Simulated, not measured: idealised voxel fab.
The following is a process module called voxel ribs on slabs.
cross-section cut | 230 nm wide | cells 5 nm
Reading order for cross-sections: top band down to bottom band. Underlying form: a grid of square cells. Band size: one or more rows of cells.
Read a band's entry like this: the first values are the height of its top and the height of its bottom in nm, and what follows is the sequence of materials from left to right, each with its width in nm. Note that "empty" is empty space, and that a single material marked "full width" reaches across the band from edge to edge.
Ref level 0: as-received wafer is one material below here. Bottom band extends down with no lower bound ("0 down").
Per-row width for "30..40": begins at first number (top row of band), ends at second number (bottom row), increment between rows held constant.
"stayed the same" (step): cross-section cells unchanged, all of them.
Listed in "Enclosed cavities": every empty space of 8 or more cells without an open way to the top. Form: width x height at distance, the distance being from the left edge, all in nm.
Formally, on a step line, whatever follows the settings is a remark that the simulator itself makes on the step.
overlay nm: how far to the right of its planned place the mask lay on this masked step (negative: to the left).

## Below is the list of planned process steps
1 RECEIVE [material Si]
2 DIRECTIONAL_DEP [material SiO2] [thk nm 25]
3 DIRECTIONAL_DEP [material polySi] [thk nm 15]
4 PATTERN [tone cover] [mask id RIB] [material resist] [width nm 25] [thk nm 15] [overlay nm 0]
5 DIRECTIONAL_ETCH [etch materials polySi] [depth nm 10]
6 STRIP [etch materials resist]
7 DIRECTIONAL_DEP [material aC] [thk nm 15]
8 PATTERN [tone cover] [mask id SLAB] [material resist] [width nm 85] [thk nm 30] [overlay nm 0]
9 DIRECTIONAL_ETCH [etch materials aC] [depth nm 15]
10 STRIP [etch materials resist]
11 DIRECTIONAL_ETCH [etch materials polySi] [depth nm 5]
12 STRIP [etch materials aC]
13 FILL_DEP [material SiO2] [thk nm 20]
14 CMP [height nm 50]
15 DIRECTIONAL_DEP [material TiN] [thk nm 10]
16 PATTERN [tone cover] [mask id HEATER] [material resist] [width nm 35] [thk nm 15] [overlay nm 0]
17 DIRECTIONAL_ETCH [etch materials TiN] [depth nm 10]
18 STRIP [etch materials resist]
19 CONFORMAL_DEP [material SiN] [thk nm 10]

## The following pertains to the first of two wafers, which was processed as planned

## Cross-section of the wafer upon arrival, representing the state reached after step 1
	0 down  Si full width
	Enclosed cavities: none

## How the wafer stands in section after step 2
	25 to 0  SiO2 full width
	At heights below 0, the structure remains unaltered.

## How the wafer stands in section after step 3
	40 to 25  polySi full width
	At heights below 25, the structure remains unaltered.

## How the wafer stands in section after step 4
	55 to 40  empty=100; resist=25; empty=105
	At heights below 40, the structure remains unaltered.

## How the wafer stands in section after step 5
	55 to 40  empty=100; resist=25; empty=105
	40 to 30  empty=100; polySi=25; empty=105
	At heights below 30, the structure remains unaltered.

## How the wafer stands in section after step 6
	40 to 30  empty=100; polySi=25; empty=105
	At heights below 30, the structure remains unaltered.

## How the wafer stands in section after step 7
	55 to 45  empty=100; aC=25; empty=105
	45 to 40  aC full width
	40 to 30  aC=100; polySi=25; aC=105
	At heights below 30, the structure remains unaltered.

## How the wafer stands in section after step 8
	85 to 55  empty=70; resist=85; empty=75
	55 to 45  empty=70; resist=30; aC=25; resist=30; empty=75
	At heights below 45, the structure remains unaltered.

## How the wafer stands in section after step 9
	70 to 55  empty=70; resist=85; empty=75
	55 to 45  empty=70; resist=30; aC=25; resist=30; empty=75
	45 to 40  empty=70; aC=85; empty=75
	40 to 30  empty=70; aC=30; polySi=25; aC=30; empty=75
	At heights below 30, the structure remains unaltered.

## How the wafer stands in section after step 10
	55 to 45  empty=100; aC=25; empty=105
	At heights below 45, the structure remains unaltered.

## How the wafer stands in section after step 11
	55 to 45  empty=100; aC=25; empty=105
	45 to 40  empty=70; aC=85; empty=75
	40 to 30  empty=70; aC=30; polySi=25; aC=30; empty=75
	30 to 25  empty=70; polySi=85; empty=75
	At heights below 25, the structure remains unaltered.

## How the wafer stands in section after step 12
	40 to 30  empty=100; polySi=25; empty=105
	At heights below 30, the structure remains unaltered.

## How the wafer stands in section after step 13
	60 to 40  SiO2 full width
	40 to 30  SiO2=100; polySi=25; SiO2=105
	30 to 25  SiO2=70; polySi=85; SiO2=75
	At heights below 25, the structure remains unaltered.

## How the wafer stands in section after step 14
	50 to 40  SiO2 full width
	At heights below 40, the structure remains unaltered.

## How the wafer stands in section after step 15
	60 to 50  TiN full width
	At heights below 50, the structure remains unaltered.

## How the wafer stands in section after step 16
	75 to 60  empty=95; resist=35; empty=100
	At heights below 60, the structure remains unaltered.

## How the wafer stands in section after step 17
	75 to 60  empty=95; resist=35; empty=100
	60 to 50  empty=95; TiN=35; empty=100
	At heights below 50, the structure remains unaltered.

## How the wafer stands in section after step 18
	60 to 50  empty=95; TiN=35; empty=100
	At heights below 50, the structure remains unaltered.

## How the wafer stands in section after step 19
	70 to 60  empty=85; SiN=55; empty=90
	60 to 50  SiN=95; TiN=35; SiN=100
	At heights below 50, the structure remains unaltered.

## Wafer two: like wafer one in start and plan, but with one mistake in execution; identical up to and including step 15

## Second wafer at the planned finish of step 16, seen in cross-section
	75 to 60  empty=95; resist=40; empty=95
	At heights below 60, the structure remains unaltered.

## Second wafer at the planned finish of step 17, seen in cross-section
	75 to 60  empty=95; resist=40; empty=95
	60 to 50  empty=95; TiN=40; empty=95
	At heights below 50, the structure remains unaltered.

## Second wafer at the planned finish of step 18, seen in cross-section
	60 to 50  empty=95; TiN=40; empty=95
	At heights below 50, the structure remains unaltered.

## Second wafer at the planned finish of step 19, seen in cross-section
	70 to 60  empty=85; SiN=60; empty=85
	60 to 50  SiN=95; TiN=40; SiN=95
	At heights below 50, the structure remains unaltered.
What went wrong in running the wafer? step 16 off recipe, ran as PATTERN [tone cover] [mask id HEATER] [material resist] [width nm 40] [thk nm 15] [overlay nm 0]
The closing comparison, in cells, has the second wafer with more or fewer of some materials than the first: +2 TiN
